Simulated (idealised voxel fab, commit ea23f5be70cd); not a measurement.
process module | voxel trench capacitor
Cross-section cut: width 160 nm, square cells of 5 nm.
Throughout this document, each cross-section is represented as a grid of square cells and is presented as a sequence of bands enumerated from the top downward, where a band comprises one or more rows of cells. Top height, bottom height, nm. Materials left to right, width each, nm. Single material + "everywhere" = fills band edge to edge. "empty" = empty. Ref level 0: as-received wafer is one material below here. Bottom band extends down with no lower bound ("z 0 and below"). With a width like "30..40", each row of cells in the band differs from the next by the same amount, the top row carrying the first number and the bottom row the second. Basically "changes: none" means that step didn't change any cell in the cross-section. In "Completely sealed voids" the enclosed voids are listed, meaning empty spaces of 8 cells or larger without any opening to the top. The form is width x height at distance, distance from the left edge, units nm. The remark found on a step's line after its settings is issued by the simulator itself and pertains to that step. overlay nm: for a step with a mask, the amount by which the mask lay right of where it was planned; a negative amount means left of it.

SO HERE'S THE LINEUP OF PROCESS STEPS WE PLANNED
1,RECEIVE [material Si]
2,CONFORMAL_DEP [material SiN] [thk nm 10]
3,MASKED_ETCH [tone open] [mask id TRENCH] [width nm 20] [pitch nm 35] [etch materials SiN] [depth nm 5] [overlay nm 0]
4,MASKED_ETCH [tone open] [mask id TRENCH] [width nm 20] [pitch nm 35] [etch materials Si] [depth nm 35] [overlay nm 0]
5,CONFORMAL_DEP [material SiO2] [thk nm 5]
6,FILL_DEP [material polySi] [thk nm 10]
7,CMP [height nm 10]
Where the wafers of this document differ is in the depth nm of step 3; they start out the same, and the plan states the value that applied to the first wafer.

CROSS-SECTION OF THE FIRST INCOMING WAFER OF SEVERAL, STATE AFTER STEP 1
z 0 and below  Si everywhere
Completely sealed voids: none

TABULATED BELOW, WAFER BY WAFER, ARE THE END-OF-MODULE RESULTS: FOR EACH MATERIAL, THE NUMBER OF CELLS GAINED (+) OR LOST (-) RELATIVE TO THE AS-RECEIVED STATE, FOLLOWED BY THE CLOSED VOIDS
depth nm 5, +52 SiN, +12 SiO2, Completely sealed voids: none
depth nm 10, -84 Si, +40 SiN, +60 SiO2, +48 polySi, Completely sealed voids: none
depth nm 15, -84 Si, +40 SiN, +60 SiO2, +48 polySi, Completely sealed voids: none
depth nm 20, -84 Si, +40 SiN, +60 SiO2, +48 polySi, Completely sealed voids: none
depth nm 25, -84 Si, +40 SiN, +60 SiO2, +48 polySi, Completely sealed voids: none
